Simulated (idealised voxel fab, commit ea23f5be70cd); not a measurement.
The following process module bears the name voxel air gaps.
For reference, the cross-section in this document is cut, with width 235 nm and square cells of 5 nm.
For the purposes of this document, a cross-section shall be understood as a grid of square cells, specified as bands listed in top-to-bottom order, each band consisting of one or more rows of cells. For a band, the entry starts with two heights in nm, that of the top and then that of the bottom, and carries on with the band's materials in order from left to right, each alongside its width in nm; the word "everywhere" beside a single material means it fills the band edge to edge, and "blank" means empty space. The level at which height equals 0 is the one under which the wafer, as it arrives, is entirely one material. No lower edge exists for the bottom band, which continues downward and is notated as in "top 0, no bottom". Think of "30->40" as a width that walks from the first number to the second as you go down the band, top row to bottom row, taking equal-sized steps from row to row. A step reported as "no change" is a step in which no cell of the cross-section changed. Entry "Fully sealed cavities" = empty spaces >= 8 cells with no open way to the top; each as width x height at distance, distance from left edge, all nm. What comes after the settings on a step's line is commentary from the simulator itself on that step. overlay nm: how far to the right of its planned place the mask lay on this masked step (negative: to the left).

Steps in the process plan
- 1: op RECEIVE | material Si
- 2: op CONFORMAL_DEP | material SiO2 | thk nm 10
- 3: op CONFORMAL_DEP | material SiCN | thk nm 5
- 4: op DIRECTIONAL_DEP | material SiO2 | thk nm 40
- 5: op MASKED_ETCH | tone open | mask id LINES | width nm 20 | pitch nm 45 | etch materials SiO2 | depth nm 40 | overlay nm 0
- 6: op CONFORMAL_DEP | material TiN | thk nm 5
- 7: op FILL_DEP | material W | thk nm 5
- 8: op CMP | height nm 55
- 9: op EPI | material Ru | thk nm 10
- 10: op SELECTIVE_ETCH | etch materials SiO2 | depth nm 50
- 11: op CONFORMAL_DEP | material SiCN | thk nm 5

Shown in cross-section is the wafer as received, that is, as it stands after step 1
	top 0, no bottom | Si everywhere
	Fully sealed cavities: none

End state of the module in cross-section, given the above starting point and plan and one mistake in execution
	top 70, bottom 65 | blank: 20, SiCN: 195, blank: 20
	top 65, bottom 55 | blank: 20, SiCN: 5, Ru: 185, SiCN: 5, blank: 20
	top 55, bottom 50 | blank: 20, SiCN: 15, TiN: 5, W: 20, TiN: 5, SiO2: 15, TiN: 5, W: 20, TiN: 5, SiO2: 15, TiN: 5, W: 20, TiN: 5, SiO2: 15, TiN: 5, W: 20, TiN: 5, SiCN: 15, blank: 20
	top 50, bottom 20 | blank: 30, SiCN: 5, TiN: 5, W: 20, TiN: 5, SiO2: 15, TiN: 5, W: 20, TiN: 5, SiO2: 15, TiN: 5, W: 20, TiN: 5, SiO2: 15, TiN: 5, W: 20, TiN: 5, SiCN: 5, blank: 30
	top 20, bottom 15 | SiCN: 35, TiN: 30, SiO2: 15, TiN: 30, SiO2: 15, TiN: 30, SiO2: 15, TiN: 30, SiCN: 35
	top 15, bottom 10 | SiCN everywhere
	top 10, bottom 0 | SiO2 everywhere
	top 0, no bottom | Si everywhere
	Fully sealed cavities: none
Against the plan, the run slipped here: step 5, actual vs plan mismatch, actual run op MASKED_ETCH | tone open | mask id LINES | width nm 30 | pitch nm 45 | etch materials SiO2 | depth nm 40 | overlay nm 0
